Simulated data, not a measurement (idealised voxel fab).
The process module presented herein is designated voxel capacitor over wiring.
In the cross-section labelled cut, the width is 265 nm and each square cell is 5 nm.
The cross-sections in this document take the form of a grid made of square cells. They are written out as bands, in order from top to bottom. Each band consists of one or more rows of cells. Heads up on the band format: heights come first, top then bottom, in nm. After that it's the materials left to right, each with its width in nm. A single material flagged "everywhere" fills the whole band edge to edge, and "empty" means there's empty space there. A quick word on heights: they are counted from 0, and under that level the wafer as it came to us is one material throughout. The lowest band is different from the rest in having no bottom; it simply continues downward, written as in "0 nm and below". Graded width ("30..40"): value in top row of band = first number; value in bottom row = second number; row-to-row change constant. Take "stayed the same" at face value: in the step it is given for, the cross-section changed in none of its cells. In "Entrapped voids" the enclosed voids are listed, meaning empty spaces of 8 cells or larger without any opening to the top. The form is width x height at distance, distance from the left edge, units nm. Whatever follows a step's settings on its line is a remark the simulator itself makes about that step. "overlay nm" denotes, for a step that has a mask, the displacement of the mask to the right of its planned place, with negative values corresponding to the left.
BELOW IS THE LIST OF PLANNED PROCESS STEPS
| 1 | RECEIVE | material Si |
| 2 | CONFORMAL_DEP | material SiO2 | thk nm 15 |
| 3 | DIRECTIONAL_DEP | material TiN | thk nm 5 |
| 4 | DIRECTIONAL_DEP | material W | thk nm 15 |
| 5 | DIRECTIONAL_DEP | material aC | thk nm 10 |
| 6 | PATTERN | tone cover | mask id METAL_1 | material resist | width nm 25 | pitch nm 90 | thk nm 25 | overlay nm 0 |
| 7 | DIRECTIONAL_ETCH | etch materials aC | depth nm 10 |
| 8 | STRIP | etch materials resist |
| 9 | DIRECTIONAL_ETCH | etch materials W | depth nm 15 |
| 10 | DIRECTIONAL_ETCH | etch materials TiN | depth nm 5 |
| 11 | STRIP | etch materials aC |
| 12 | CONFORMAL_DEP | material SiN | thk nm 5 |
| 13 | FILL_DEP | material SiO2 | thk nm 5 |
| 14 | CMP | height nm 35 |
| 15 | CONFORMAL_DEP | material SiCN | thk nm 5 |
| 16 | DIRECTIONAL_DEP | material lowk | thk nm 10 |
| 17 | MASKED_ETCH | tone open | mask id PLUG_1 | width nm 15 | etch materials lowk | depth nm 10 | overlay nm 0 |
| 18 | MASKED_ETCH | tone open | mask id PLUG_1 | width nm 15 | etch materials SiCN | depth nm 5 | overlay nm 0 |
| 19 | CONFORMAL_DEP | material TiN | thk nm 5 |
| 20 | FILL_DEP | material Cu | thk nm 5 |
| 21 | CMP | height nm 50 |
| 22 | DIRECTIONAL_DEP | material TiN | thk nm 10 |
| 23 | DIRECTIONAL_DEP | material SiN | thk nm 5 |
| 24 | DIRECTIONAL_DEP | material TiN | thk nm 10 |
| 25 | MASKED_ETCH | tone cover | mask id UPPER_PLATE | width nm 70 | etch materials TiN | depth nm 10 | overlay nm 0 |
| 26 | MASKED_ETCH | tone cover | mask id UPPER_PLATE | width nm 70 | etch materials SiN | depth nm 5 | overlay nm 0 |
| 27 | DIRECTIONAL_DEP | material aC | thk nm 10 |
| 28 | PATTERN | tone cover | mask id LOWER_PLATE | material resist | width nm 80 | thk nm 30 | overlay nm 0 |
| 29 | DIRECTIONAL_ETCH | etch materials aC | depth nm 10 |
| 30 | STRIP | etch materials resist |
| 31 | DIRECTIONAL_ETCH | etch materials TiN | depth nm 10 |
| 32 | STRIP | etch materials aC |
| 33 | FILL_DEP | material SiO2 | thk nm 15 |
| 34 | CMP | height nm 85 |
| 35 | PATTERN | tone open | mask id PLUG_2 | material resist | width nm 15 | thk nm 15 | overlay nm 0 |
| 36 | DIRECTIONAL_ETCH | etch materials SiO2 | depth nm 10 |
| 37 | STRIP | etch materials resist |
| 38 | CONFORMAL_DEP | material TiN | thk nm 5 |
| 39 | FILL_DEP | material W | thk nm 5 |
| 40 | CMP | height nm 85 |
| 41 | CONFORMAL_DEP | material SiCN | thk nm 5 |
THE FIRST OF TWO WAFERS, RUN AS PLANNED
CROSS-SECTION OF THE WAFER AS IT CAME TO US, I.E., ALREADY THROUGH STEP 1
* 0 nm and below: Si everywhere
* Entrapped voids: none
WAFER XSEC, POST STEP 2
* 15 nm to 0 nm: SiO2 everywhere
* All layers under 0 are left as they were.
WAFER XSEC, POST STEP 3
* 20 nm to 15 nm: TiN everywhere
* All layers under 15 are left as they were.
WAFER XSEC, POST STEP 4
* 35 nm to 20 nm: W everywhere
* All layers under 20 are left as they were.
WAFER XSEC, POST STEP 5
* 45 nm to 35 nm: aC everywhere
* All layers under 35 are left as they were.
WAFER XSEC, POST STEP 6
* 70 nm to 45 nm: empty 75 nm  resist 25 nm  empty 65 nm  resist 25 nm  empty 75 nm
* All layers under 45 are left as they were.
WAFER XSEC, POST STEP 7
* 60 nm to 45 nm: empty 75 nm  resist 25 nm  empty 65 nm  resist 25 nm  empty 75 nm
* 45 nm to 35 nm: empty 75 nm  aC 25 nm  empty 65 nm  aC 25 nm  empty 75 nm
* All layers under 35 are left as they were.
WAFER XSEC, POST STEP 8
* 45 nm to 35 nm: empty 75 nm  aC 25 nm  empty 65 nm  aC 25 nm  empty 75 nm
* All layers under 35 are left as they were.
WAFER XSEC, POST STEP 9
* 45 nm to 35 nm: empty 75 nm  aC 25 nm  empty 65 nm  aC 25 nm  empty 75 nm
* 35 nm to 20 nm: empty 75 nm  W 25 nm  empty 65 nm  W 25 nm  empty 75 nm
* All layers under 20 are left as they were.
WAFER XSEC, POST STEP 10
* 45 nm to 35 nm: empty 75 nm  aC 25 nm  empty 65 nm  aC 25 nm  empty 75 nm
* 35 nm to 20 nm: empty 75 nm  W 25 nm  empty 65 nm  W 25 nm  empty 75 nm
* 20 nm to 15 nm: empty 75 nm  TiN 25 nm  empty 65 nm  TiN 25 nm  empty 75 nm
* All layers under 15 are left as they were.
WAFER XSEC, POST STEP 11
* 35 nm to 20 nm: empty 75 nm  W 25 nm  empty 65 nm  W 25 nm  empty 75 nm
* All layers under 20 are left as they were.
WAFER XSEC, POST STEP 12
* 40 nm to 35 nm: empty 70 nm  SiN 35 nm  empty 55 nm  SiN 35 nm  empty 70 nm
* 35 nm to 20 nm: empty 70 nm  SiN 5 nm  W 25 nm  SiN 5 nm  empty 55 nm  SiN 5 nm  W 25 nm  SiN 5 nm  empty 70 nm
* 20 nm to 15 nm: SiN 75 nm  TiN 25 nm  SiN 65 nm  TiN 25 nm  SiN 75 nm
* All layers under 15 are left as they were.
WAFER XSEC, POST STEP 13
* 45 nm to 40 nm: SiO2 everywhere
* 40 nm to 35 nm: SiO2 70 nm  SiN 35 nm  SiO2 55 nm  SiN 35 nm  SiO2 70 nm
* 35 nm to 20 nm: SiO2 70 nm  SiN 5 nm  W 25 nm  SiN 5 nm  SiO2 55 nm  SiN 5 nm  W 25 nm  SiN 5 nm  SiO2 70 nm
* All layers under 20 are left as they were.
WAFER XSEC, POST STEP 14
* 35 nm to 20 nm: SiO2 70 nm  SiN 5 nm  W 25 nm  SiN 5 nm  SiO2 55 nm  SiN 5 nm  W 25 nm  SiN 5 nm  SiO2 70 nm
* All layers under 20 are left as they were.
WAFER XSEC, POST STEP 15
* 40 nm to 35 nm: SiCN everywhere
* All layers under 35 are left as they were.
WAFER XSEC, POST STEP 16
* 50 nm to 40 nm: lowk everywhere
* All layers under 40 are left as they were.
WAFER XSEC, POST STEP 17
* 50 nm to 40 nm: lowk 85 nm  empty 15 nm  lowk 165 nm
* All layers under 40 are left as they were.
WAFER XSEC, POST STEP 18
* 50 nm to 40 nm: lowk 85 nm  empty 15 nm  lowk 165 nm
* 40 nm to 35 nm: SiCN 85 nm  empty 15 nm  SiCN 165 nm
* All layers under 35 are left as they were.
WAFER XSEC, POST STEP 19
* 55 nm to 50 nm: TiN 90 nm  empty 5 nm  TiN 170 nm
* 50 nm to 40 nm: lowk 85 nm  TiN 5 nm  empty 5 nm  TiN 5 nm  lowk 165 nm
* 40 nm to 35 nm: SiCN 85 nm  TiN 15 nm  SiCN 165 nm
* All layers under 35 are left as they were.
WAFER XSEC, POST STEP 20
* 60 nm to 55 nm: Cu everywhere
* 55 nm to 50 nm: TiN 90 nm  Cu 5 nm  TiN 170 nm
* 50 nm to 40 nm: lowk 85 nm  TiN 5 nm  Cu 5 nm  TiN 5 nm  lowk 165 nm
* All layers under 40 are left as they were.
WAFER XSEC, POST STEP 21
* 50 nm to 40 nm: lowk 85 nm  TiN 5 nm  Cu 5 nm  TiN 5 nm  lowk 165 nm
* All layers under 40 are left as they were.
WAFER XSEC, POST STEP 22
* 60 nm to 50 nm: TiN everywhere
* All layers under 50 are left as they were.
WAFER XSEC, POST STEP 23
* 65 nm to 60 nm: SiN everywhere
* All layers under 60 are left as they were.
WAFER XSEC, POST STEP 24
* 75 nm to 65 nm: TiN everywhere
* All layers under 65 are left as they were.
WAFER XSEC, POST STEP 25
* 75 nm to 65 nm: empty 85 nm  TiN 70 nm  empty 110 nm
* All layers under 65 are left as they were.
WAFER XSEC, POST STEP 26
* 75 nm to 65 nm: empty 85 nm  TiN 70 nm  empty 110 nm
* 65 nm to 60 nm: empty 85 nm  SiN 70 nm  empty 110 nm
* All layers under 60 are left as they were.
WAFER XSEC, POST STEP 27
* 85 nm to 75 nm: empty 85 nm  aC 70 nm  empty 110 nm
* 75 nm to 70 nm: empty 85 nm  TiN 70 nm  empty 110 nm
* 70 nm to 65 nm: aC 85 nm  TiN 70 nm  aC 110 nm
* 65 nm to 60 nm: aC 85 nm  SiN 70 nm  aC 110 nm
* All layers under 60 are left as they were.
WAFER XSEC, POST STEP 28
* 115 nm to 85 nm: empty 80 nm  resist 80 nm  empty 105 nm
* 85 nm to 75 nm: empty 80 nm  resist 5 nm  aC 70 nm  resist 5 nm  empty 105 nm
* 75 nm to 70 nm: empty 80 nm  resist 5 nm  TiN 70 nm  resist 5 nm  empty 105 nm
* All layers under 70 are left as they were.
WAFER XSEC, POST STEP 29
* 105 nm to 85 nm: empty 80 nm  resist 80 nm  empty 105 nm
* 85 nm to 75 nm: empty 80 nm  resist 5 nm  aC 70 nm  resist 5 nm  empty 105 nm
* 75 nm to 70 nm: empty 80 nm  resist 5 nm  TiN 70 nm  resist 5 nm  empty 105 nm
* 70 nm to 65 nm: empty 80 nm  aC 5 nm  TiN 70 nm  aC 5 nm  empty 105 nm
* 65 nm to 60 nm: empty 80 nm  aC 5 nm  SiN 70 nm  aC 5 nm  empty 105 nm
* All layers under 60 are left as they were.
WAFER XSEC, POST STEP 30
* 85 nm to 75 nm: empty 85 nm  aC 70 nm  empty 110 nm
* 75 nm to 70 nm: empty 85 nm  TiN 70 nm  empty 110 nm
* All layers under 70 are left as they were.
WAFER XSEC, POST STEP 31
* 85 nm to 75 nm: empty 85 nm  aC 70 nm  empty 110 nm
* 75 nm to 70 nm: empty 85 nm  TiN 70 nm  empty 110 nm
* 70 nm to 65 nm: empty 80 nm  aC 5 nm  TiN 70 nm  aC 5 nm  empty 105 nm
* 65 nm to 60 nm: empty 80 nm  aC 5 nm  SiN 70 nm  aC 5 nm  empty 105 nm
* 60 nm to 50 nm: empty 80 nm  TiN 80 nm  empty 105 nm
* All layers under 50 are left as they were.
WAFER XSEC, POST STEP 32
* 75 nm to 65 nm: empty 85 nm  TiN 70 nm  empty 110 nm
* 65 nm to 60 nm: empty 85 nm  SiN 70 nm  empty 110 nm
* All layers under 60 are left as they were.
WAFER XSEC, POST STEP 33
* 90 nm to 75 nm: SiO2 everywhere
* 75 nm to 65 nm: SiO2 85 nm  TiN 70 nm  SiO2 110 nm
* 65 nm to 60 nm: SiO2 85 nm  SiN 70 nm  SiO2 110 nm
* 60 nm to 50 nm: SiO2 80 nm  TiN 80 nm  SiO2 105 nm
* All layers under 50 are left as they were.
WAFER XSEC, POST STEP 34
* 85 nm to 75 nm: SiO2 everywhere
* All layers under 75 are left as they were.
WAFER XSEC, POST STEP 35
* 100 nm to 85 nm: resist 95 nm  empty 15 nm  resist 155 nm
* All layers under 85 are left as they were.
WAFER XSEC, POST STEP 36
* 100 nm to 85 nm: resist 95 nm  empty 15 nm  resist 155 nm
* 85 nm to 75 nm: SiO2 95 nm  empty 15 nm  SiO2 155 nm
* All layers under 75 are left as they were.
WAFER XSEC, POST STEP 37
* 85 nm to 75 nm: SiO2 95 nm  empty 15 nm  SiO2 155 nm
* All layers under 75 are left as they were.
WAFER XSEC, POST STEP 38
* 90 nm to 85 nm: TiN 100 nm  empty 5 nm  TiN 160 nm
* 85 nm to 80 nm: SiO2 95 nm  TiN 5 nm  empty 5 nm  TiN 5 nm  SiO2 155 nm
* 80 nm to 75 nm: SiO2 95 nm  TiN 15 nm  SiO2 155 nm
* All layers under 75 are left as they were.
WAFER XSEC, POST STEP 39
* 95 nm to 90 nm: W everywhere
* 90 nm to 85 nm: TiN 100 nm  W 5 nm  TiN 160 nm
* 85 nm to 80 nm: SiO2 95 nm  TiN 5 nm  W 5 nm  TiN 5 nm  SiO2 155 nm
* All layers under 80 are left as they were.
WAFER XSEC, POST STEP 40
* 85 nm to 80 nm: SiO2 95 nm  TiN 5 nm  W 5 nm  TiN 5 nm  SiO2 155 nm
* All layers under 80 are left as they were.
WAFER XSEC, POST STEP 41
* 90 nm to 85 nm: SiCN everywhere
* All layers under 85 are left as they were.
REGARDING THE SECOND OF THE TWO WAFERS: IT SHARED THE FIRST WAFER'S STARTING CONDITION AND PROCESS PLAN, YET ONE ERROR OCCURRED DURING ITS EXECUTION. ITS HISTORY COINCIDES WITH THAT OF THE FIRST WAFER UP TO AND INCLUDING STEP 13
CROSS-SECTION OF THE SECOND WAFER WHEN, ACCORDING TO PLAN, STEP 14 SHOULD HAVE FINISHED
* 40 nm to 35 nm: SiO2 70 nm  SiN 35 nm  SiO2 55 nm  SiN 35 nm  SiO2 70 nm
* All layers under 35 are left as they were.
CROSS-SECTION OF THE SECOND WAFER WHEN, ACCORDING TO PLAN, STEP 15 SHOULD HAVE FINISHED
* 45 nm to 40 nm: SiCN everywhere
* All layers under 40 are left as they were.
CROSS-SECTION OF THE SECOND WAFER WHEN, ACCORDING TO PLAN, STEP 16 SHOULD HAVE FINISHED
* 55 nm to 45 nm: lowk everywhere
* All layers under 45 are left as they were.
CROSS-SECTION OF THE SECOND WAFER WHEN, ACCORDING TO PLAN, STEP 17 SHOULD HAVE FINISHED
* 55 nm to 45 nm: lowk 85 nm  empty 15 nm  lowk 165 nm
* All layers under 45 are left as they were.
CROSS-SECTION OF THE SECOND WAFER WHEN, ACCORDING TO PLAN, STEP 18 SHOULD HAVE FINISHED
* 55 nm to 45 nm: lowk 85 nm  empty 15 nm  lowk 165 nm
* 45 nm to 40 nm: SiCN 85 nm  empty 15 nm  SiCN 165 nm
* All layers under 40 are left as they were.
CROSS-SECTION OF THE SECOND WAFER WHEN, ACCORDING TO PLAN, STEP 19 SHOULD HAVE FINISHED
* 60 nm to 55 nm: TiN 90 nm  empty 5 nm  TiN 170 nm
* 55 nm to 45 nm: lowk 85 nm  TiN 5 nm  empty 5 nm  TiN 5 nm  lowk 165 nm
* 45 nm to 40 nm: SiCN 85 nm  TiN 15 nm  SiCN 165 nm
* All layers under 40 are left as they were.
CROSS-SECTION OF THE SECOND WAFER WHEN, ACCORDING TO PLAN, STEP 20 SHOULD HAVE FINISHED
* 65 nm to 60 nm: Cu everywhere
* 60 nm to 55 nm: TiN 90 nm  Cu 5 nm  TiN 170 nm
* 55 nm to 45 nm: lowk 85 nm  TiN 5 nm  Cu 5 nm  TiN 5 nm  lowk 165 nm
* All layers under 45 are left as they were.
CROSS-SECTION OF THE SECOND WAFER WHEN, ACCORDING TO PLAN, STEP 21 SHOULD HAVE FINISHED
* 50 nm to 45 nm: lowk 85 nm  TiN 5 nm  Cu 5 nm  TiN 5 nm  lowk 165 nm
* All layers under 45 are left as they were.
CROSS-SECTION OF THE SECOND WAFER WHEN, ACCORDING TO PLAN, STEP 22 SHOULD HAVE FINISHED
* 60 nm to 50 nm: TiN everywhere
* All layers under 50 are left as they were.
CROSS-SECTION OF THE SECOND WAFER WHEN, ACCORDING TO PLAN, STEP 23 SHOULD HAVE FINISHED
* 65 nm to 60 nm: SiN everywhere
* All layers under 60 are left as they were.
CROSS-SECTION OF THE SECOND WAFER WHEN, ACCORDING TO PLAN, STEP 24 SHOULD HAVE FINISHED
* 75 nm to 65 nm: TiN everywhere
* All layers under 65 are left as they were.
CROSS-SECTION OF THE SECOND WAFER WHEN, ACCORDING TO PLAN, STEP 25 SHOULD HAVE FINISHED
* 75 nm to 65 nm: empty 85 nm  TiN 70 nm  empty 110 nm
* All layers under 65 are left as they were.
CROSS-SECTION OF THE SECOND WAFER WHEN, ACCORDING TO PLAN, STEP 26 SHOULD HAVE FINISHED
* 75 nm to 65 nm: empty 85 nm  TiN 70 nm  empty 110 nm
* 65 nm to 60 nm: empty 85 nm  SiN 70 nm  empty 110 nm
* All layers under 60 are left as they were.
CROSS-SECTION OF THE SECOND WAFER WHEN, ACCORDING TO PLAN, STEP 27 SHOULD HAVE FINISHED
* 85 nm to 75 nm: empty 85 nm  aC 70 nm  empty 110 nm
* 75 nm to 70 nm: empty 85 nm  TiN 70 nm  empty 110 nm
* 70 nm to 65 nm: aC 85 nm  TiN 70 nm  aC 110 nm
* 65 nm to 60 nm: aC 85 nm  SiN 70 nm  aC 110 nm
* All layers under 60 are left as they were.
CROSS-SECTION OF THE SECOND WAFER WHEN, ACCORDING TO PLAN, STEP 28 SHOULD HAVE FINISHED
* 115 nm to 85 nm: empty 80 nm  resist 80 nm  empty 105 nm
* 85 nm to 75 nm: empty 80 nm  resist 5 nm  aC 70 nm  resist 5 nm  empty 105 nm
* 75 nm to 70 nm: empty 80 nm  resist 5 nm  TiN 70 nm  resist 5 nm  empty 105 nm
* All layers under 70 are left as they were.
CROSS-SECTION OF THE SECOND WAFER WHEN, ACCORDING TO PLAN, STEP 29 SHOULD HAVE FINISHED
* 105 nm to 85 nm: empty 80 nm  resist 80 nm  empty 105 nm
* 85 nm to 75 nm: empty 80 nm  resist 5 nm  aC 70 nm  resist 5 nm  empty 105 nm
* 75 nm to 70 nm: empty 80 nm  resist 5 nm  TiN 70 nm  resist 5 nm  empty 105 nm
* 70 nm to 65 nm: empty 80 nm  aC 5 nm  TiN 70 nm  aC 5 nm  empty 105 nm
* 65 nm to 60 nm: empty 80 nm  aC 5 nm  SiN 70 nm  aC 5 nm  empty 105 nm
* All layers under 60 are left as they were.
CROSS-SECTION OF THE SECOND WAFER WHEN, ACCORDING TO PLAN, STEP 30 SHOULD HAVE FINISHED
* 85 nm to 75 nm: empty 85 nm  aC 70 nm  empty 110 nm
* 75 nm to 70 nm: empty 85 nm  TiN 70 nm  empty 110 nm
* All layers under 70 are left as they were.
CROSS-SECTION OF THE SECOND WAFER WHEN, ACCORDING TO PLAN, STEP 31 SHOULD HAVE FINISHED
* 85 nm to 75 nm: empty 85 nm  aC 70 nm  empty 110 nm
* 75 nm to 70 nm: empty 85 nm  TiN 70 nm  empty 110 nm
* 70 nm to 65 nm: empty 80 nm  aC 5 nm  TiN 70 nm  aC 5 nm  empty 105 nm
* 65 nm to 60 nm: empty 80 nm  aC 5 nm  SiN 70 nm  aC 5 nm  empty 105 nm
* 60 nm to 50 nm: empty 80 nm  TiN 80 nm  empty 105 nm
* All layers under 50 are left as they were.
CROSS-SECTION OF THE SECOND WAFER WHEN, ACCORDING TO PLAN, STEP 32 SHOULD HAVE FINISHED
* 75 nm to 65 nm: empty 85 nm  TiN 70 nm  empty 110 nm
* 65 nm to 60 nm: empty 85 nm  SiN 70 nm  empty 110 nm
* All layers under 60 are left as they were.
CROSS-SECTION OF THE SECOND WAFER WHEN, ACCORDING TO PLAN, STEP 33 SHOULD HAVE FINISHED
* 90 nm to 75 nm: SiO2 everywhere
* 75 nm to 65 nm: SiO2 85 nm  TiN 70 nm  SiO2 110 nm
* 65 nm to 60 nm: SiO2 85 nm  SiN 70 nm  SiO2 110 nm
* 60 nm to 50 nm: SiO2 80 nm  TiN 80 nm  SiO2 105 nm
* All layers under 50 are left as they were.
CROSS-SECTION OF THE SECOND WAFER WHEN, ACCORDING TO PLAN, STEP 34 SHOULD HAVE FINISHED
* 85 nm to 75 nm: SiO2 everywhere
* All layers under 75 are left as they were.
CROSS-SECTION OF THE SECOND WAFER WHEN, ACCORDING TO PLAN, STEP 35 SHOULD HAVE FINISHED
* 100 nm to 85 nm: resist 95 nm  empty 15 nm  resist 155 nm
* All layers under 85 are left as they were.
CROSS-SECTION OF THE SECOND WAFER WHEN, ACCORDING TO PLAN, STEP 36 SHOULD HAVE FINISHED
* 100 nm to 85 nm: resist 95 nm  empty 15 nm  resist 155 nm
* 85 nm to 75 nm: SiO2 95 nm  empty 15 nm  SiO2 155 nm
* All layers under 75 are left as they were.
CROSS-SECTION OF THE SECOND WAFER WHEN, ACCORDING TO PLAN, STEP 37 SHOULD HAVE FINISHED
* 85 nm to 75 nm: SiO2 95 nm  empty 15 nm  SiO2 155 nm
* All layers under 75 are left as they were.
CROSS-SECTION OF THE SECOND WAFER WHEN, ACCORDING TO PLAN, STEP 38 SHOULD HAVE FINISHED
* 90 nm to 85 nm: TiN 100 nm  empty 5 nm  TiN 160 nm
* 85 nm to 80 nm: SiO2 95 nm  TiN 5 nm  empty 5 nm  TiN 5 nm  SiO2 155 nm
* 80 nm to 75 nm: SiO2 95 nm  TiN 15 nm  SiO2 155 nm
* All layers under 75 are left as they were.
CROSS-SECTION OF THE SECOND WAFER WHEN, ACCORDING TO PLAN, STEP 39 SHOULD HAVE FINISHED
* 95 nm to 90 nm: W everywhere
* 90 nm to 85 nm: TiN 100 nm  W 5 nm  TiN 160 nm
* 85 nm to 80 nm: SiO2 95 nm  TiN 5 nm  W 5 nm  TiN 5 nm  SiO2 155 nm
* All layers under 80 are left as they were.
CROSS-SECTION OF THE SECOND WAFER WHEN, ACCORDING TO PLAN, STEP 40 SHOULD HAVE FINISHED
* 85 nm to 80 nm: SiO2 95 nm  TiN 5 nm  W 5 nm  TiN 5 nm  SiO2 155 nm
* All layers under 80 are left as they were.
CROSS-SECTION OF THE SECOND WAFER WHEN, ACCORDING TO PLAN, STEP 41 SHOULD HAVE FINISHED
* 90 nm to 85 nm: SiCN everywhere
* All layers under 85 are left as they were.
Heads up, the wafer didn't run the way we planned it: step 14 did not use the planned setting and instead ran as CMP | height nm 40
End of process, cell counts, second wafer against first, materials with more or fewer: -1 Cu | +14 SiN | +39 SiO2 | -2 TiN | -50 lowk
